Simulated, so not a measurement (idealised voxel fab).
This is a process module. Its name is voxel self aligned contacts.
We display cut, a cross-section 210 nm in width whose square cells are each 5 nm.
Cross-section layout: square cells on a grid; listed as bands, top to bottom; a band spans one or more cell rows.
First you get the band's top height and its bottom height, in nm, and then the materials it's made of, left to right, with each width in nm. If you see a single material with "everywhere", that one covers the band edge to edge. "air" is empty space.
Measure heights from 0. That's the level where, below it, the as-received wafer is all one material. The lowest band is bottomless and extends downward; write it as in "0 nm and below".
With a width like "30..40", each row of cells in the band differs from the next by the same amount, the top row carrying the first number and the bottom row the second.
Given "no alteration" for a step, no cell of the cross-section differs between before and after that step.
Empty spaces without an open route to the top, at least 8 cells in extent, make up the entry "Tabulated closed voids"; each is given as width x height at distance, where the distance is measured from the left edge, and all are in nm.
Past the settings on a step's line: simulator remark, on that step.
When a step includes a mask, the "overlay nm" setting on its line states how far to the right of its planned place that mask lay, and negative values state how far to the left.

The process steps that were planned are listed below
1 RECEIVE with material Si
2 CONFORMAL_DEP with material SiO2, thk nm 5
3 DIRECTIONAL_DEP with material polySi, thk nm 30
4 DIRECTIONAL_DEP with material SiN, thk nm 20
5 PATTERN with tone cover, mask id GATE, material resist, width nm 25, pitch nm 50, thk nm 15, overlay nm 0
6 DIRECTIONAL_ETCH with etch materials SiN, depth nm 20
7 DIRECTIONAL_ETCH with etch materials polySi, depth nm 30
8 STRIP with etch materials resist
9 CONFORMAL_DEP with material SiN, thk nm 5
10 DIRECTIONAL_ETCH with etch materials SiN, depth nm 5
11 FILL_DEP with material SiO2, thk nm 10
12 CMP with height nm 60
13 PATTERN with tone open, mask id CONTACT, material resist, width nm 35, thk nm 15, overlay nm 0
14 DIRECTIONAL_ETCH with etch materials SiO2, depth nm 60
15 STRIP with etch materials resist
16 CONFORMAL_DEP with material TiN, thk nm 5
17 FILL_DEP with material Ru, thk nm 5
18 CMP with height nm 60
19 CONFORMAL_DEP with material SiN, thk nm 5

Wafer as received: cross-section following step 1
- 0 nm and below: Si everywhere
- Tabulated closed voids: none

Module complete, cross-section. Starting point and plan per above. One mistake made in running the module
- 65 nm to 60 nm: TiN everywhere
- 60 nm to 55 nm: SiO2 85; TiN 15; Ru 5; TiN 15; SiO2 90
- 55 nm to 35 nm: SiO2 60; SiN 35; TiN 5; Ru 5; TiN 5; SiN 35; SiO2 65
- 35 nm to 5 nm: SiO2 60; SiN 5; polySi 25; SiN 5; TiN 5; Ru 5; TiN 5; SiN 5; polySi 25; SiN 5; SiO2 65
- 5 nm to 0 nm: SiO2 95; TiN 15; SiO2 100
- 0 nm and below: Si everywhere
- Tabulated closed voids: none
Finding, execution versus plan: step 19 was run on a setting that differed from the plan, and what really ran there is CONFORMAL_DEP with material TiN, thk nm 5
